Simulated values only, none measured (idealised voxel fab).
voxel transistor to metal: a process module
Square cell edge 5 nm, section width 240 nm, ID cut.
When this document writes out a cross-section, it uses a grid of square cells and lists it as bands, beginning at the top and moving down, with a band standing for one or more rows of cells. Quick guide to a band line: top height, bottom height (nm) up front; then every material left to right with its width in nm. Only one material and it's marked "edge to edge"? Then it fills the band edge to edge. And "empty" just means empty space. The reference from which all heights are counted is 0, the level beneath which the as-received wafer is entirely one material; the lowest band, having no lower bound, proceeds downward and is written after the example "0 down". Width "30..40": first value at the band's top row of cells, second value at its bottom row, equal change from row to row. A step reported as "nothing got changed" is a step in which no cell of the cross-section changed. "Catalogued sealed voids" specifies each empty space that is not open to the top and that occupies no fewer than 8 cells, using the form width x height at distance, the distance measured from the left edge and all three quantities in nm. Step line, after settings: the simulator's comment on this step. overlay nm: on a step with a mask, how far right of its planned place the mask lay; negative means left.

-- The following list gives the planned process steps
1,RECEIVE [material Si]
2,CONFORMAL_DEP [material SiO2] [thk nm 5]
3,CONFORMAL_DEP [material SiN] [thk nm 15]
4,PATTERN [tone cover] [mask id ACTIVE] [material resist] [width nm 95] [pitch nm 115] [thk nm 15] [overlay nm 0]
5,DIRECTIONAL_ETCH [etch materials SiN] [depth nm 15]
6,DIRECTIONAL_ETCH [etch materials SiO2] [depth nm 5]
7,DIRECTIONAL_ETCH [etch materials Si] [depth nm 35]
8,STRIP [etch materials resist]
9,OXIDIZE [depth nm 5]
10,FILL_DEP [material SiO2] [thk nm 5]
11,CMP [height nm 20]
12,SELECTIVE_ETCH [etch materials SiO2] [depth nm 10]
13,STRIP [etch materials SiN]
14,SELECTIVE_ETCH [etch materials SiO2] [depth nm 5]
15,OXIDIZE [depth nm 5]
16,DIRECTIONAL_DEP [material polySi] [thk nm 20]
17,DIRECTIONAL_DEP [material SiCN] [thk nm 15]
18,DIRECTIONAL_DEP [material aC] [thk nm 15]
19,PATTERN [tone cover] [mask id GATE] [material resist] [width nm 15] [pitch nm 115] [thk nm 30] [overlay nm 0]
20,DIRECTIONAL_ETCH [etch materials aC] [depth nm 15]
21,STRIP [etch materials resist]
22,DIRECTIONAL_ETCH [etch materials SiCN] [depth nm 25]
23,DIRECTIONAL_ETCH [etch materials polySi] [depth nm 30]
24,STRIP [etch materials aC]
25,CONFORMAL_DEP [material SiN] [thk nm 10]
26,DIRECTIONAL_ETCH [etch materials SiN] [depth nm 10]
27,DIRECTIONAL_ETCH [etch materials SiO2] [depth nm 5]
28,DIRECTIONAL_ETCH [etch materials Si] [depth nm 10]
29,EPI [material pSi] [thk nm 10]
30,FILL_DEP [material SiO2] [thk nm 10]
31,CMP [height nm 35]
32,DIRECTIONAL_DEP [material SiO2] [thk nm 10]
33,PATTERN [tone open] [mask id CONTACT] [material resist] [width nm 30] [thk nm 15] [overlay nm 0]
34,DIRECTIONAL_ETCH [etch materials SiO2] [depth nm 50]
35,STRIP [etch materials resist]
36,CONFORMAL_DEP [material TiN] [thk nm 5]
37,FILL_DEP [material Ru] [thk nm 5]
38,CMP [height nm 45]
39,DIRECTIONAL_DEP [material TiN] [thk nm 5]
40,DIRECTIONAL_DEP [material W] [thk nm 15]
41,MASKED_ETCH [tone cover] [mask id METAL_1] [width nm 15] [etch materials W] [depth nm 15] [overlay nm 0]
42,MASKED_ETCH [tone cover] [mask id METAL_1] [width nm 15] [etch materials TiN] [depth nm 5] [overlay nm 0]
43,FILL_DEP [material SiO2] [thk nm 5]
44,CMP [height nm 65]
45,CONFORMAL_DEP [material SiN] [thk nm 5]

-- First of two wafers: run as planned

-- Wafer as received: cross-section following step 1
  0 down | Si edge to edge
  Catalogued sealed voids: none

-- Presented here is a cross-section of the wafer after step 2 has been performed
  5 to 0 | SiO2 edge to edge
  Everything under 0 stays put, no change at all.

-- Presented here is a cross-section of the wafer after step 3 has been performed
  20 to 5 | SiN edge to edge
  Everything under 5 stays put, no change at all.

-- Presented here is a cross-section of the wafer after step 4 has been performed
  35 to 20 | empty (15), then resist (95), then empty (20), then resist (95), then empty (15)
  Everything under 20 stays put, no change at all.

-- Presented here is a cross-section of the wafer after step 5 has been performed
  35 to 20 | empty (15), then resist (95), then empty (20), then resist (95), then empty (15)
  20 to 5 | empty (15), then SiN (95), then empty (20), then SiN (95), then empty (15)
  Everything under 5 stays put, no change at all.

-- Presented here is a cross-section of the wafer after step 6 has been performed
  35 to 20 | empty (15), then resist (95), then empty (20), then resist (95), then empty (15)
  20 to 5 | empty (15), then SiN (95), then empty (20), then SiN (95), then empty (15)
  5 to 0 | empty (15), then SiO2 (95), then empty (20), then SiO2 (95), then empty (15)
  Everything under 0 stays put, no change at all.

-- Presented here is a cross-section of the wafer after step 7 has been performed
  35 to 20 | empty (15), then resist (95), then empty (20), then resist (95), then empty (15)
  20 to 5 | empty (15), then SiN (95), then empty (20), then SiN (95), then empty (15)
  5 to 0 | empty (15), then SiO2 (95), then empty (20), then SiO2 (95), then empty (15)
  0 to -35 | empty (15), then Si (95), then empty (20), then Si (95), then empty (15)
  Everything under -35 stays put, no change at all.

-- Presented here is a cross-section of the wafer after step 8 has been performed
  20 to 5 | empty (15), then SiN (95), then empty (20), then SiN (95), then empty (15)
  Everything under 5 stays put, no change at all.

-- Presented here is a cross-section of the wafer after step 9 has been performed
  20 to 5 | empty (15), then SiN (95), then empty (20), then SiN (95), then empty (15)
  5 to 0 | empty (15), then SiO2 (95), then empty (20), then SiO2 (95), then empty (15)
  0 to -35 | empty (15), then SiO2 (5), then Si (85), then SiO2 (5), then empty (20), then SiO2 (5), then Si (85), then SiO2 (5), then empty (15)
  -35 to -40 | SiO2 (20), then Si (85), then SiO2 (30), then Si (85), then SiO2 (20)
  Everything under -40 stays put, no change at all.

-- Presented here is a cross-section of the wafer after step 10 has been performed
  25 to 20 | SiO2 edge to edge
  20 to 5 | SiO2 (15), then SiN (95), then SiO2 (20), then SiN (95), then SiO2 (15)
  5 to 0 | SiO2 edge to edge
  0 to -40 | SiO2 (20), then Si (85), then SiO2 (30), then Si (85), then SiO2 (20)
  Everything under -40 stays put, no change at all.

-- Presented here is a cross-section of the wafer after step 11 has been performed
  20 to 5 | SiO2 (15), then SiN (95), then SiO2 (20), then SiN (95), then SiO2 (15)
  Everything under 5 stays put, no change at all.

-- Presented here is a cross-section of the wafer after step 12 has been performed
  20 to 10 | empty (15), then SiN (95), then empty (20), then SiN (95), then empty (15)
  Everything under 10 stays put, no change at all.

-- Presented here is a cross-section of the wafer after step 13 has been performed
  10 to 5 | SiO2 (15), then empty (95), then SiO2 (20), then empty (95), then SiO2 (15)
  Everything under 5 stays put, no change at all.

-- Presented here is a cross-section of the wafer after step 14 has been performed
  5 to 0 | SiO2 (10), then empty (105), then SiO2 (10), then empty (105), then SiO2 (10)
  Everything under 0 stays put, no change at all.

-- Presented here is a cross-section of the wafer after step 15 has been performed
  5 to 0 | SiO2 (10), then empty (105), then SiO2 (10), then empty (105), then SiO2 (10)
  0 to -5 | SiO2 edge to edge
  Everything under -5 stays put, no change at all.

-- Presented here is a cross-section of the wafer after step 16 has been performed
  25 to 20 | polySi (10), then empty (105), then polySi (10), then empty (105), then polySi (10)
  20 to 5 | polySi edge to edge
  5 to 0 | SiO2 (10), then polySi (105), then SiO2 (10), then polySi (105), then SiO2 (10)
  Everything under 0 stays put, no change at all.

-- Presented here is a cross-section of the wafer after step 17 has been performed
  40 to 35 | SiCN (10), then empty (105), then SiCN (10), then empty (105), then SiCN (10)
  35 to 25 | SiCN edge to edge
  25 to 20 | polySi (10), then SiCN (105), then polySi (10), then SiCN (105), then polySi (10)
  Everything under 20 stays put, no change at all.

-- Presented here is a cross-section of the wafer after step 18 has been performed
  55 to 50 | aC (10), then empty (105), then aC (10), then empty (105), then aC (10)
  50 to 40 | aC edge to edge
  40 to 35 | SiCN (10), then aC (105), then SiCN (10), then aC (105), then SiCN (10)
  Everything under 35 stays put, no change at all.

-- Presented here is a cross-section of the wafer after step 19 has been performed
  85 to 55 | empty (55), then resist (15), then empty (100), then resist (15), then empty (55)
  55 to 50 | aC (10), then empty (45), then resist (15), then empty (45), then aC (10), then empty (45), then resist (15), then empty (45), then aC (10)
  Everything under 50 stays put, no change at all.

-- Presented here is a cross-section of the wafer after step 20 has been performed
  70 to 50 | empty (55), then resist (15), then empty (100), then resist (15), then empty (55)
  50 to 40 | empty (55), then aC (15), then empty (100), then aC (15), then empty (55)
  40 to 35 | SiCN (10), then empty (45), then aC (15), then empty (45), then SiCN (10), then empty (45), then aC (15), then empty (45), then SiCN (10)
  Everything under 35 stays put, no change at all.

-- Presented here is a cross-section of the wafer after step 21 has been performed
  50 to 40 | empty (55), then aC (15), then empty (100), then aC (15), then empty (55)
  Everything under 40 stays put, no change at all.

-- Presented here is a cross-section of the wafer after step 22 has been performed
  50 to 35 | empty (55), then aC (15), then empty (100), then aC (15), then empty (55)
  35 to 25 | empty (55), then SiCN (15), then empty (100), then SiCN (15), then empty (55)
  25 to 20 | polySi (10), then empty (45), then SiCN (15), then empty (45), then polySi (10), then empty (45), then SiCN (15), then empty (45), then polySi (10)
  Everything under 20 stays put, no change at all.

-- Presented here is a cross-section of the wafer after step 23 has been performed
  50 to 35 | empty (55), then aC (15), then empty (100), then aC (15), then empty (55)
  35 to 20 | empty (55), then SiCN (15), then empty (100), then SiCN (15), then empty (55)
  20 to 5 | empty (55), then polySi (15), then empty (100), then polySi (15), then empty (55)
  5 to 0 | SiO2 (10), then empty (45), then polySi (15), then empty (45), then SiO2 (10), then empty (45), then polySi (15), then empty (45), then SiO2 (10)
  Everything under 0 stays put, no change at all.

-- Presented here is a cross-section of the wafer after step 24 has been performed
  35 to 20 | empty (55), then SiCN (15), then empty (100), then SiCN (15), then empty (55)
  Everything under 20 stays put, no change at all.

-- Presented here is a cross-section of the wafer after step 25 has been performed
  45 to 35 | empty (45), then SiN (35), then empty (80), then SiN (35), then empty (45)
  35 to 20 | empty (45), then SiN (10), then SiCN (15), then SiN (10), then empty (80), then SiN (10), then SiCN (15), then SiN (10), then empty (45)
  20 to 15 | empty (45), then SiN (10), then polySi (15), then SiN (10), then empty (80), then SiN (10), then polySi (15), then SiN (10), then empty (45)
  15 to 10 | SiN (20), then empty (25), then SiN (10), then polySi (15), then SiN (10), then empty (25), then SiN (30), then empty (25), then SiN (10), then polySi (15), then SiN (10), then empty (25), then SiN (20)
  10 to 5 | SiN (55), then polySi (15), then SiN (100), then polySi (15), then SiN (55)
  5 to 0 | SiO2 (10), then SiN (45), then polySi (15), then SiN (45), then SiO2 (10), then SiN (45), then polySi (15), then SiN (45), then SiO2 (10)
  Everything under 0 stays put, no change at all.

-- Presented here is a cross-section of the wafer after step 26 has been performed
  35 to 20 | empty (45), then SiN (10), then SiCN (15), then SiN (10), then empty (80), then SiN (10), then SiCN (15), then SiN (10), then empty (45)
  20 to 5 | empty (45), then SiN (10), then polySi (15), then SiN (10), then empty (80), then SiN (10), then polySi (15), then SiN (10), then empty (45)
  5 to 0 | SiO2 (10), then SiN (10), then empty (25), then SiN (10), then polySi (15), then SiN (10), then empty (25), then SiN (10), then SiO2 (10), then SiN (10), then empty (25), then SiN (10), then polySi (15), then SiN (10), then empty (25), then SiN (10), then SiO2 (10)
  Everything under 0 stays put, no change at all.

-- Presented here is a cross-section of the wafer after step 27 has been performed
  35 to 20 | empty (45), then SiN (10), then SiCN (15), then SiN (10), then empty (80), then SiN (10), then SiCN (15), then SiN (10), then empty (45)
  20 to 5 | empty (45), then SiN (10), then polySi (15), then SiN (10), then empty (80), then SiN (10), then polySi (15), then SiN (10), then empty (45)
  5 to 0 | empty (10), then SiN (10), then empty (25), then SiN (10), then polySi (15), then SiN (10), then empty (25), then SiN (10), then empty (10), then SiN (10), then empty (25), then SiN (10), then polySi (15), then SiN (10), then empty (25), then SiN (10), then empty (10)
  0 to -5 | SiO2 (20), then empty (25), then SiO2 (35), then empty (25), then SiO2 (30), then empty (25), then SiO2 (35), then empty (25), then SiO2 (20)
  Everything under -5 stays put, no change at all.

-- Presented here is a cross-section of the wafer after step 28 has been performed
  35 to 20 | empty (45), then SiN (10), then SiCN (15), then SiN (10), then empty (80), then SiN (10), then SiCN (15), then SiN (10), then empty (45)
  20 to 5 | empty (45), then SiN (10), then polySi (15), then SiN (10), then empty (80), then SiN (10), then polySi (15), then SiN (10), then empty (45)
  5 to 0 | empty (10), then SiN (10), then empty (25), then SiN (10), then polySi (15), then SiN (10), then empty (25), then SiN (10), then empty (10), then SiN (10), then empty (25), then SiN (10), then polySi (15), then SiN (10), then empty (25), then SiN (10), then empty (10)
  0 to -5 | SiO2 (20), then empty (25), then SiO2 (35), then empty (25), then SiO2 (30), then empty (25), then SiO2 (35), then empty (25), then SiO2 (20)
  -5 to -15 | SiO2 (20), then empty (25), then Si (35), then empty (25), then SiO2 (30), then empty (25), then Si (35), then empty (25), then SiO2 (20)
  Everything under -15 stays put, no change at all.

-- Presented here is a cross-section of the wafer after step 29 has been performed
  35 to 20 | empty (45), then SiN (10), then SiCN (15), then SiN (10), then empty (80), then SiN (10), then SiCN (15), then SiN (10), then empty (45)
  20 to 5 | empty (45), then SiN (10), then polySi (15), then SiN (10), then empty (80), then SiN (10), then polySi (15), then SiN (10), then empty (45)
  5 to 0 | empty (10), then SiN (10), then empty (15), then pSi (10), then SiN (10), then polySi (15), then SiN (10), then pSi (10), then empty (15), then SiN (10), then empty (10), then SiN (10), then empty (15), then pSi (10), then SiN (10), then polySi (15), then SiN (10), then pSi (10), then empty (15), then SiN (10), then empty (10)
  0 to -5 | SiO2 (20), then empty (15), then pSi (10), then SiO2 (35), then pSi (10), then empty (15), then SiO2 (30), then empty (15), then pSi (10), then SiO2 (35), then pSi (10), then empty (15), then SiO2 (20)
  -5 to -15 | SiO2 (20), then pSi (25), then Si (35), then pSi (25), then SiO2 (30), then pSi (25), then Si (35), then pSi (25), then SiO2 (20)
  Everything under -15 stays put, no change at all.

-- Presented here is a cross-section of the wafer after step 30 has been performed
  45 to 35 | SiO2 edge to edge
  35 to 20 | SiO2 (45), then SiN (10), then SiCN (15), then SiN (10), then SiO2 (80), then SiN (10), then SiCN (15), then SiN (10), then SiO2 (45)
  20 to 5 | SiO2 (45), then SiN (10), then polySi (15), then SiN (10), then SiO2 (80), then SiN (10), then polySi (15), then SiN (10), then SiO2 (45)
  5 to 0 | SiO2 (10), then SiN (10), then SiO2 (15), then pSi (10), then SiN (10), then polySi (15), then SiN (10), then pSi (10), then SiO2 (15), then SiN (10), then SiO2 (10), then SiN (10), then SiO2 (15), then pSi (10), then SiN (10), then polySi (15), then SiN (10), then pSi (10), then SiO2 (15), then SiN (10), then SiO2 (10)
  0 to -5 | SiO2 (35), then pSi (10), then SiO2 (35), then pSi (10), then SiO2 (60), then pSi (10), then SiO2 (35), then pSi (10), then SiO2 (35)
  Everything under -5 stays put, no change at all.

-- Presented here is a cross-section of the wafer after step 31 has been performed
  35 to 20 | SiO2 (45), then SiN (10), then SiCN (15), then SiN (10), then SiO2 (80), then SiN (10), then SiCN (15), then SiN (10), then SiO2 (45)
  Everything under 20 stays put, no change at all.

-- Presented here is a cross-section of the wafer after step 32 has been performed
  45 to 35 | SiO2 edge to edge
  Everything under 35 stays put, no change at all.

-- Presented here is a cross-section of the wafer after step 33 has been performed
  60 to 45 | resist (20), then empty (30), then resist (25), then empty (30), then resist (30), then empty (30), then resist (25), then empty (30), then resist (20)
  Everything under 45 stays put, no change at all.

-- Presented here is a cross-section of the wafer after step 34 has been performed
  60 to 45 | resist (20), then empty (30), then resist (25), then empty (30), then resist (30), then empty (30), then resist (25), then empty (30), then resist (20)
  45 to 35 | SiO2 (20), then empty (30), then SiO2 (25), then empty (30), then SiO2 (30), then empty (30), then SiO2 (25), then empty (30), then SiO2 (20)
  35 to 20 | SiO2 (20), then empty (25), then SiN (10), then SiCN (15), then SiN (10), then empty (25), then SiO2 (30), then empty (25), then SiN (10), then SiCN (15), then SiN (10), then empty (25), then SiO2 (20)
  20 to 5 | SiO2 (20), then empty (25), then SiN (10), then polySi (15), then SiN (10), then empty (25), then SiO2 (30), then empty (25), then SiN (10), then polySi (15), then SiN (10), then empty (25), then SiO2 (20)
  5 to 0 | SiO2 (10), then SiN (10), then empty (15), then pSi (10), then SiN (10), then polySi (15), then SiN (10), then pSi (10), then empty (15), then SiN (10), then SiO2 (10), then SiN (10), then empty (15), then pSi (10), then SiN (10), then polySi (15), then SiN (10), then pSi (10), then empty (15), then SiN (10), then SiO2 (10)
  0 to -5 | SiO2 (20), then empty (15), then pSi (10), then SiO2 (35), then pSi (10), then empty (15), then SiO2 (30), then empty (15), then pSi (10), then SiO2 (35), then pSi (10), then empty (15), then SiO2 (20)
  Everything under -5 stays put, no change at all.

-- Presented here is a cross-section of the wafer after step 35 has been performed
  45 to 35 | SiO2 (20), then empty (30), then SiO2 (25), then empty (30), then SiO2 (30), then empty (30), then SiO2 (25), then empty (30), then SiO2 (20)
  Everything under 35 stays put, no change at all.

-- Presented here is a cross-section of the wafer after step 36 has been performed
  50 to 45 | TiN (25), then empty (20), then TiN (35), then empty (20), then TiN (40), then empty (20), then TiN (35), then empty (20), then TiN (25)
  45 to 35 | SiO2 (20), then TiN (5), then empty (20..15), then TiN (5..10), then SiO2 (25), then TiN (5..10), then empty (20..15), then TiN (5), then SiO2 (30), then TiN (5), then empty (20..15), then TiN (5..10), then SiO2 (25), then TiN (5..10), then empty (20..15), then TiN (5), then SiO2 (20)
  35 to 20 | SiO2 (20), then TiN (5), then empty (15), then TiN (5), then SiN (10), then SiCN (15), then SiN (10), then TiN (5), then empty (15), then TiN (5), then SiO2 (30), then TiN (5), then empty (15), then TiN (5), then SiN (10), then SiCN (15), then SiN (10), then TiN (5), then empty (15), then TiN (5), then SiO2 (20)
  20 to 10 | SiO2 (20), then TiN (5), then empty (15), then TiN (5), then SiN (10), then polySi (15), then SiN (10), then TiN (5), then empty (15), then TiN (5), then SiO2 (30), then TiN (5), then empty (15), then TiN (5), then SiN (10), then polySi (15), then SiN (10), then TiN (5), then empty (15), then TiN (5), then SiO2 (20)
  10 to 5 | SiO2 (20), then TiN (5), then empty (5), then TiN (15), then SiN (10), then polySi (15), then SiN (10), then TiN (15), then empty (5), then TiN (5), then SiO2 (30), then TiN (5), then empty (5), then TiN (15), then SiN (10), then polySi (15), then SiN (10), then TiN (15), then empty (5), then TiN (5), then SiO2 (20)
  5 to 0 | SiO2 (10), then SiN (10), then TiN (5), then empty (5), then TiN (5), then pSi (10), then SiN (10), then polySi (15), then SiN (10), then pSi (10), then TiN (5), then empty (5), then TiN (5), then SiN (10), then SiO2 (10), then SiN (10), then TiN (5), then empty (5), then TiN (5), then pSi (10), then SiN (10), then polySi (15), then SiN (10), then pSi (10), then TiN (5), then empty (5), then TiN (5), then SiN (10), then SiO2 (10)
  0 to -5 | SiO2 (20), then TiN (15), then pSi (10), then SiO2 (35), then pSi (10), then TiN (15), then SiO2 (30), then TiN (15), then pSi (10), then SiO2 (35), then pSi (10), then TiN (15), then SiO2 (20)
  Everything under -5 stays put, no change at all.

-- Presented here is a cross-section of the wafer after step 37 has been performed
  55 to 50 | Ru edge to edge
  50 to 45 | TiN (25), then Ru (20), then TiN (35), then Ru (20), then TiN (40), then Ru (20), then TiN (35), then Ru (20), then TiN (25)
  45 to 35 | SiO2 (20), then TiN (5), then Ru (20..15), then TiN (5..10), then SiO2 (25), then TiN (5..10), then Ru (20..15), then TiN (5), then SiO2 (30), then TiN (5), then Ru (20..15), then TiN (5..10), then SiO2 (25), then TiN (5..10), then Ru (20..15), then TiN (5), then SiO2 (20)
  35 to 20 | SiO2 (20), then TiN (5), then Ru (15), then TiN (5), then SiN (10), then SiCN (15), then SiN (10), then TiN (5), then Ru (15), then TiN (5), then SiO2 (30), then TiN (5), then Ru (15), then TiN (5), then SiN (10), then SiCN (15), then SiN (10), then TiN (5), then Ru (15), then TiN (5), then SiO2 (20)
  20 to 10 | SiO2 (20), then TiN (5), then Ru (15), then TiN (5), then SiN (10), then polySi (15), then SiN (10), then TiN (5), then Ru (15), then TiN (5), then SiO2 (30), then TiN (5), then Ru (15), then TiN (5), then SiN (10), then polySi (15), then SiN (10), then TiN (5), then Ru (15), then TiN (5), then SiO2 (20)
  10 to 5 | SiO2 (20), then TiN (5), then Ru (5), then TiN (15), then SiN (10), then polySi (15), then SiN (10), then TiN (15), then Ru (5), then TiN (5), then SiO2 (30), then TiN (5), then Ru (5), then TiN (15), then SiN (10), then polySi (15), then SiN (10), then TiN (15), then Ru (5), then TiN (5), then SiO2 (20)
  5 to 0 | SiO2 (10), then SiN (10), then TiN (5), then Ru (5), then TiN (5), then pSi (10), then SiN (10), then polySi (15), then SiN (10), then pSi (10), then TiN (5), then Ru (5), then TiN (5), then SiN (10), then SiO2 (10), then SiN (10), then TiN (5), then Ru (5), then TiN (5), then pSi (10), then SiN (10), then polySi (15), then SiN (10), then pSi (10), then TiN (5), then Ru (5), then TiN (5), then SiN (10), then SiO2 (10)
  Everything under 0 stays put, no change at all.

-- Presented here is a cross-section of the wafer after step 38 has been performed
  45 to 35 | SiO2 (20), then TiN (5), then Ru (20..15), then TiN (5..10), then SiO2 (25), then TiN (5..10), then Ru (20..15), then TiN (5), then SiO2 (30), then TiN (5), then Ru (20..15), then TiN (5..10), then SiO2 (25), then TiN (5..10), then Ru (20..15), then TiN (5), then SiO2 (20)
  Everything under 35 stays put, no change at all.

-- Presented here is a cross-section of the wafer after step 39 has been performed
  50 to 45 | TiN edge to edge
  Everything under 45 stays put, no change at all.

-- Presented here is a cross-section of the wafer after step 40 has been performed
  65 to 50 | W edge to edge
  Everything under 50 stays put, no change at all.

-- Presented here is a cross-section of the wafer after step 41 has been performed
  65 to 50 | empty (20), then W (15), then empty (55), then W (15), then empty (30), then W (15), then empty (55), then W (15), then empty (20)
  Everything under 50 stays put, no change at all.

-- Presented here is a cross-section of the wafer after step 42 has been performed
  65 to 50 | empty (20), then W (15), then empty (55), then W (15), then empty (30), then W (15), then empty (55), then W (15), then empty (20)
  50 to 45 | empty (20), then TiN (15), then empty (55), then TiN (15), then empty (30), then TiN (15), then empty (55), then TiN (15), then empty (20)
  Everything under 45 stays put, no change at all.

-- Presented here is a cross-section of the wafer after step 43 has been performed
  70 to 65 | SiO2 edge to edge
  65 to 50 | SiO2 (20), then W (15), then SiO2 (55), then W (15), then SiO2 (30), then W (15), then SiO2 (55), then W (15), then SiO2 (20)
  50 to 45 | SiO2 (20), then TiN (15), then SiO2 (55), then TiN (15), then SiO2 (30), then TiN (15), then SiO2 (55), then TiN (15), then SiO2 (20)
  Everything under 45 stays put, no change at all.

-- Presented here is a cross-section of the wafer after step 44 has been performed
  65 to 50 | SiO2 (20), then W (15), then SiO2 (55), then W (15), then SiO2 (30), then W (15), then SiO2 (55), then W (15), then SiO2 (20)
  Everything under 50 stays put, no change at all.

-- Presented here is a cross-section of the wafer after step 45 has been performed
  70 to 65 | SiN edge to edge
  Everything under 65 stays put, no change at all.

-- Now the other wafer: same start, same recipe, but we messed up one thing when running it. Up to and including step 43 it's the same as the first one

-- Second wafer cross-section, taken as of the time the plan sets for step 44 to be done
  60 to 50 | SiO2 (20), then W (15), then SiO2 (55), then W (15), then SiO2 (30), then W (15), then SiO2 (55), then W (15), then SiO2 (20)
  Everything under 50 stays put, no change at all.

-- Second wafer cross-section, taken as of the time the plan sets for step 45 to be done
  65 to 60 | SiN edge to edge
  Everything under 60 stays put, no change at all.
Deviation noted in wafer processing: rather than as planned, step 44 actually ran as CMP [height nm 60]
The final cell counts differ between the wafers, with the second having more or fewer of some materials than the first: SiO2 -36; W -12
